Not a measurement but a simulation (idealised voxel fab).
Process module in this document: voxel spacer lines
The figure presents cross-section cut, which has a width of 265 nm and is divided into square cells with an edge length of 5 nm.
In what follows, cross-sections appear as grids of square cells, described through bands that run from the top down, where every band is one or more rows of cells. Within each band entry, the heights of the top and of the bottom of the band appear first, in that order and in nm; the materials of the band then follow from left to right, each with its corresponding width in nm. The designation "everywhere" on a single material indicates that it fills the band from edge to edge; the designation "air" indicates empty space. Height datum 0, below which the as-received substrate wafer is one material. Lowest band open at the bottom, running downward: "0..down". When a width is written as two numbers, as in "30..40", the first number is the width in the top row of cells of the band and the second is the width in its bottom row, and the width changes by the same amount from each row to the next. "no change" means the step left every cell of the cross-section as it was. Closed empty spaces (no open way to the top) of 8 cells or more are what "Closed empty spaces" lists, each as width x height at distance from the left edge, nm for all three. Heads up: the bit after the settings on a step's line is the simulator's remark on that step. overlay nm: mask right of planned place by this much (step with mask). Neg. = left.
-- plan
| 1 | RECEIVE | material Si |
| 2 | CONFORMAL_DEP | material Al2O3 | thk nm 5 |
| 3 | DIRECTIONAL_DEP | material W | thk nm 10 |
| 4 | DIRECTIONAL_DEP | material polySi | thk nm 25 |
| 5 | PATTERN | tone cover | mask id MANDREL | material resist | width nm 20 | pitch nm 70 | thk nm 30 | overlay nm 0 |
| 6 | DIRECTIONAL_ETCH | etch materials polySi | depth nm 25 |
| 7 | STRIP | etch materials resist |
| 8 | CONFORMAL_DEP | material SiO2 | thk nm 15 |
| 9 | DIRECTIONAL_ETCH | etch materials SiO2 | depth nm 15 |
| 10 | STRIP | etch materials polySi |
| 11 | DIRECTIONAL_ETCH | etch materials W | depth nm 10 |
| 12 | STRIP | etch materials SiO2 |
Variable across wafers: step 2 thk nm (plan value is that of the first wafer; starting state common to all).
-- The first of several wafers in cross-section, exactly as it reached us after step 1
- 0..down: Si everywhere
- Closed empty spaces: none
-- Cross-section, first of several wafers, end of module, after last step 12
- 15..5: 70 of air | 15 of W | 20 of air | 15 of W | 20 of air | 15 of W | 20 of air | 15 of W | 75 of air
- 5..0: Al2O3 everywhere
- 0..down: Si everywhere
- Closed empty spaces: none
-- The last wafer as seen in cross-section at the end of the module
- 35..25: 70 of air | 15 of W | 20 of air | 15 of W | 20 of air | 15 of W | 20 of air | 15 of W | 75 of air
- 25..0: Al2O3 everywhere
- 0..down: Si everywhere
- Closed empty spaces: none
-- wafer rows; end of module; cells per material since receipt: (+) gained, (-) lost; then closed voids
thk nm 5, +53 Al2O3, +24 W, Closed empty spaces: none
thk nm 10, +106 Al2O3, +24 W, Closed empty spaces: none
thk nm 15, +159 Al2O3, +24 W, Closed empty spaces: none
thk nm 20, +212 Al2O3, +24 W, Closed empty spaces: none
thk nm 25, +265 Al2O3, +24 W, Closed empty spaces: none
